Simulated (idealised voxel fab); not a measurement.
Process module, titled voxel transistor to metal
Cross-section cut: width 180 nm, square cells of 5 nm.
Just so we're on the same page, the cross-sections are grids of square cells, and they're listed out in bands top to bottom, each band one or more rows deep.
Basically the band line says how high the top is and how high the bottom is, in nm, and then what's in it from left to right, every material with its width in nm. Empty space shows up as "air", and if a single material carries "throughout" it runs the full band edge to edge.
Heads up on the height convention: 0 is the point under which the incoming wafer is all one material, and the lowest band has no bottom, it just keeps going down, like "from 0 down".
The notation "30 to 40" denotes a width that varies across the rows of cells in the band, beginning at the first number in the top row, finishing at the second number in the bottom row, and changing by an identical amount from each row to the next.
Step note "no alterations made" = no cross-section cell changed.
The list in "Voids lacking openings" covers empty spaces of 8 cells or more that cannot reach the top through any open way, and it gives each as width x height at distance; the distance is from the left edge, and width, height and distance are in nm.
after a step's settings: what the simulator itself notes on the step
"overlay nm" answers the question of how far to the right of plan the mask lay on a step that has a mask, and when it is negative the answer is to the left.
Process steps foreseen in the plan:
1,RECEIVE (material Si)
2,OXIDIZE (depth nm 5)
3,CONFORMAL_DEP (material SiN; thk nm 10)
4,DIRECTIONAL_DEP (material aC; thk nm 15)
5,PATTERN (tone cover; mask id ACTIVE; material resist; width nm 125; thk nm 35; overlay nm 0)
6,DIRECTIONAL_ETCH (etch materials aC; depth nm 15)
7,STRIP (etch materials resist)
8,DIRECTIONAL_ETCH (etch materials SiN; depth nm 10)
9,DIRECTIONAL_ETCH (etch materials SiO2; depth nm 5)
10,DIRECTIONAL_ETCH (etch materials Si; depth nm 35)
11,STRIP (etch materials aC)
12,OXIDIZE (depth nm 5)
13,FILL_DEP (material SiO2; thk nm 5)
14,CMP (height nm 10)
15,SELECTIVE_ETCH (etch materials SiO2; depth nm 5)
16,STRIP (etch materials SiN)
17,SELECTIVE_ETCH (etch materials SiO2; depth nm 5)
18,OXIDIZE (depth nm 5)
19,DIRECTIONAL_DEP (material polySi; thk nm 25)
20,DIRECTIONAL_DEP (material SiCN; thk nm 15)
21,DIRECTIONAL_DEP (material aC; thk nm 10)
22,PATTERN (tone cover; mask id GATE; material resist; width nm 35; thk nm 30; overlay nm 0)
23,DIRECTIONAL_ETCH (etch materials aC; depth nm 10)
24,STRIP (etch materials resist)
25,DIRECTIONAL_ETCH (etch materials SiCN; depth nm 25)
26,DIRECTIONAL_ETCH (etch materials polySi; depth nm 35)
27,STRIP (etch materials aC)
28,CONFORMAL_DEP (material SiN; thk nm 5)
29,DIRECTIONAL_ETCH (etch materials SiN; depth nm 5)
30,DIRECTIONAL_ETCH (etch materials SiO2; depth nm 5)
31,DIRECTIONAL_ETCH (etch materials Si; depth nm 5)
32,EPI (material pSi; thk nm 10)
33,FILL_DEP (material SiO2; thk nm 10)
34,CMP (height nm 20)
35,STRIP (etch materials polySi)
36,SELECTIVE_ETCH (etch materials SiO2; depth nm 5)
37,CONFORMAL_DEP (material HfO2; thk nm 5)
38,CONFORMAL_DEP (material TiN; thk nm 5)
39,FILL_DEP (material W; thk nm 10)
40,CMP (height nm 15)
41,DIRECTIONAL_DEP (material SiO2; thk nm 10)
42,MASKED_ETCH (tone open; mask id CONTACT; width nm 15; pitch nm 90; etch materials SiO2; depth nm 30; overlay nm 0)
43,CONFORMAL_DEP (material TiN; thk nm 5)
44,FILL_DEP (material W; thk nm 5)
45,CMP (height nm 25)
46,CONFORMAL_DEP (material SiN; thk nm 5)
47,DIRECTIONAL_DEP (material lowk; thk nm 20)
48,PATTERN (tone open; mask id METAL_1; material resist; width nm 15; pitch nm 90; thk nm 15; overlay nm 0)
49,DIRECTIONAL_ETCH (etch materials lowk; depth nm 20)
50,DIRECTIONAL_ETCH (etch materials SiN; depth nm 5)
51,STRIP (etch materials resist)
52,CONFORMAL_DEP (material TiN; thk nm 5)
53,FILL_DEP (material Cu; thk nm 5)
54,CMP (height nm 50)
55,EPI (material Ru; thk nm 5)
56,FILL_DEP (material SiCN; thk nm 5)
The cross-section here shows the wafer as received, i.e. in its state after step 1:
    from 0 down: Si throughout
    Voids lacking openings: none
The first of two wafers, cross-sectioned at the end of the module, with the run proceeding as planned:
    from 60 to 55: SiCN throughout
    from 55 to 50: SiCN 30; Ru 25; SiCN 65; Ru 25; SiCN 35
    from 50 to 30: lowk 35; TiN 5; Cu 5; TiN 5; lowk 75; TiN 5; Cu 5; TiN 5; lowk 40
    from 30 to 25: SiN 35; TiN 15; SiN 75; TiN 15; SiN 40
    from 25 to 15: SiO2 35; TiN 5; W 5; TiN 5; SiO2 75; TiN 5; W 5; TiN 5; SiO2 40
    from 15 to 0: SiO2 35; TiN 5; W 5; TiN 5; SiO2 15; SiN 5; HfO2 5; TiN 5; W 15; TiN 5; HfO2 5; SiN 5; SiO2 15; TiN 5; W 5; TiN 5; SiO2 40
    from 0 to -5: SiO2 20; SiN 5; SiO2 10; TiN 15; SiO2 5; pSi 10; SiN 5; HfO2 5; TiN 25; HfO2 5; SiN 5; pSi 10; SiO2 5; TiN 15; SiO2 10; SiN 5; SiO2 25
    from -5 to -10: SiO2 25; pSi 40; HfO2 45; pSi 40; SiO2 30
    from -10 to -15: SiO2 30; pSi 35; Si 45; pSi 35; SiO2 35
    from -15 to -45: SiO2 30; Si 115; SiO2 35
    from -45 down: Si throughout
    Voids lacking openings: none
Cross-sectional view: second of two wafers, end of module; start and plan identical to the first, one mistake in running:
    from 60 to 55: SiCN throughout
    from 55 to 50: SiCN 30; Ru 25; SiCN 65; Ru 25; SiCN 35
    from 50 to 30: lowk 35; TiN 5; Cu 5; TiN 5; lowk 75; TiN 5; Cu 5; TiN 5; lowk 40
    from 30 to 25: SiN 35; TiN 15; SiN 75; TiN 15; SiN 40
    from 25 to 15: SiO2 35; TiN 5; W 5; TiN 5; SiO2 75; TiN 5; W 5; TiN 5; SiO2 40
    from 15 to 0: SiO2 35; TiN 5; W 5; TiN 5; SiO2 15; SiN 5; HfO2 5; TiN 5; W 15; TiN 5; HfO2 5; SiN 5; SiO2 15; TiN 5; W 5; TiN 5; SiO2 40
    from 0 to -5: SiO2 15; SiN 5; SiO2 15; TiN 15; SiO2 5; pSi 10; SiN 5; HfO2 5; TiN 25; HfO2 5; SiN 5; pSi 10; SiO2 5; TiN 15; SiO2 15; SiN 5; SiO2 20
    from -5 to -10: SiO2 20; pSi 45; HfO2 45; pSi 45; SiO2 25
    from -10 to -15: SiO2 25; pSi 40; Si 45; pSi 40; SiO2 30
    from -15 to -45: SiO2 25; Si 125; SiO2 30
    from -45 down: Si throughout
    Voids lacking openings: none
Nonconformance to the process plan: step 5: run off-plan, actual operation and settings PATTERN (tone cover; mask id ACTIVE; material resist; width nm 135; thk nm 35; overlay nm 0)
Materials where the second wafer ends with more or fewer cells than the first: Si +12, SiO2 -16, pSi +4
